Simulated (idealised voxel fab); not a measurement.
The document below concerns the process module designated voxel released beams.
FYI the section here is cut, 180 nm wide, cells are 5 nm squares.
Cross-section layout: square cells on a grid; listed as bands, top to bottom; a band spans one or more cell rows.
Band entry format. Leading values: height of top, height of bottom, nm. Remainder: materials in left-to-right order, each with its width in nm. Special words: "all across" on a single material, which then fills the band edge to edge; "air", empty space.
Measure heights from 0. That's the level where, below it, the as-received wafer is all one material. The lowest band is bottomless and extends downward; write it as in "0 down".
Graded width ("30 to 40"): value in top row of band = first number; value in bottom row = second number; row-to-row change constant.
What does "no modifications" mean for a step? It means no cell of the cross-section changed in that step.
Trapped voids: empty space of 8 cells or more with no open way to the top, each as width x height at its distance from the left edge, in nm
after a step's settings: what the simulator itself notes on the step
For masked steps, "overlay nm" on the step line gives how far right of plan the mask actually lay; a minus sign means it lay to the left.
**Planned step list for the process**
1,RECEIVE | material Si
2,CONFORMAL_DEP | material SiN | thk nm 5
3,DIRECTIONAL_DEP | material SiO2 | thk nm 10
4,MASKED_ETCH | tone open | mask id ANCHOR | width nm 35 | etch materials SiO2 | depth nm 10 | overlay nm 0
5,CONFORMAL_DEP | material TiN | thk nm 10
6,MASKED_ETCH | tone cover | mask id BEAM | width nm 80 | etch materials TiN | depth nm 10 | overlay nm 0
7,STRIP | etch materials SiO2
**Cross-section of the wafer as it came to us, i.e., already through step 1**
    0 down = Si all across
    Trapped voids: none
**Run as planned - first of the two wafers cross-sectioned at the end of the module**
    25 to 15 = 45 of air, then 15 of TiN, then 15 of air, then 50 of TiN, then 55 of air
    15 to 5 = 50 of air, then 35 of TiN, then 95 of air
    5 to 0 = SiN all across
    0 down = Si all across
    Trapped voids: none
**Here's the second of our two wafers sectioned at module end. Same start as the first, same plan, but one mistake got made running it**
    25 to 15 = 45 of air, then 20 of TiN, then 5 of air, then 55 of TiN, then 55 of air
    15 to 5 = 55 of air, then 25 of TiN, then 100 of air
    5 to 0 = SiN all across
    0 down = Si all across
    Trapped voids: none
The mistake made against the process plan was this: step 4 was processed under conditions differing from the plan, specifically as MASKED_ETCH | tone open | mask id ANCHOR | width nm 25 | etch materials SiO2 | depth nm 10 | overlay nm 0
Upon completion, the cell count for each material on the second wafer equals that on the first, whereas the spatial distribution of those cells differs.
